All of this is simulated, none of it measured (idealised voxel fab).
process module | voxel plated lines
Section shown: cut. Width: 300 nm. Cell size: 5 nm, square.
A cross-section is a grid of square cells, given in bands from the top down. A band is one or more rows of cells.
This entry defines a band. It first specifies the height of the band's top and the height of its bottom in nm, and then specifies the band's materials from left to right, stating each material with its width in nm. The word "all across" identifies a single material that fills the band from edge to edge, while the word "blank" identifies empty space.
A quick word on heights: they are counted from 0, and under that level the wafer as it came to us is one material throughout. The lowest band is different from the rest in having no bottom; it simply continues downward, written as in "0 -> down".
Per-row width for "30 to 40": begins at first number (top row of band), ends at second number (bottom row), increment between rows held constant.
Step note "no alterations made" = no cross-section cell changed.
In "Closed-off voids" the enclosed voids are listed, meaning empty spaces of 8 cells or larger without any opening to the top. The form is width x height at distance, distance from the left edge, units nm.
Where a step's line continues beyond its settings, the continuation is a remark by the simulator itself on that step.
When a step includes a mask, the "overlay nm" setting on its line states how far to the right of its planned place that mask lay, and negative values state how far to the left.
-- Process steps (planned)
1: RECEIVE (material Si)
2: CONFORMAL_DEP (material Al2O3; thk nm 15)
3: DIRECTIONAL_DEP (material TiN; thk nm 5)
4: PATTERN (tone open; mask id LINES; material resist; width nm 25; pitch nm 55; thk nm 35; overlay nm 0)
5: EPI (material Ru; thk nm 5)
6: EPI (material Ru; thk nm 5)
7: EPI (material Ru; thk nm 5)
8: STRIP (etch materials resist)
9: DIRECTIONAL_ETCH (etch materials TiN; depth nm 5)
10: CONFORMAL_DEP (material SiN; thk nm 5)
For clarity, it should be stated that the wafers under discussion commence in an identical condition and differ with respect to the thk nm of step 10, the plan indicating the value that the first wafer had.
-- As-received state after step 1, first of several wafers, cross-section
> 0 -> down: Si all across
> Closed-off voids: none
-- Tabulated below, wafer by wafer, are the end-of-module results: for each material, the number of cells gained (+) or lost (-) relative to the as-received state, followed by the closed voids
thk nm 5 | +180 Al2O3 | +30 Ru | +76 SiN | +10 TiN | Closed-off voids: none
thk nm 10 | +180 Al2O3 | +30 Ru | +152 SiN | +10 TiN | Closed-off voids: none
thk nm 15 | +180 Al2O3 | +30 Ru | +228 SiN | +10 TiN | Closed-off voids: none
thk nm 20 | +180 Al2O3 | +30 Ru | +296 SiN | +10 TiN | Closed-off voids: none
thk nm 25 | +180 Al2O3 | +30 Ru | +364 SiN | +10 TiN | Closed-off voids: none
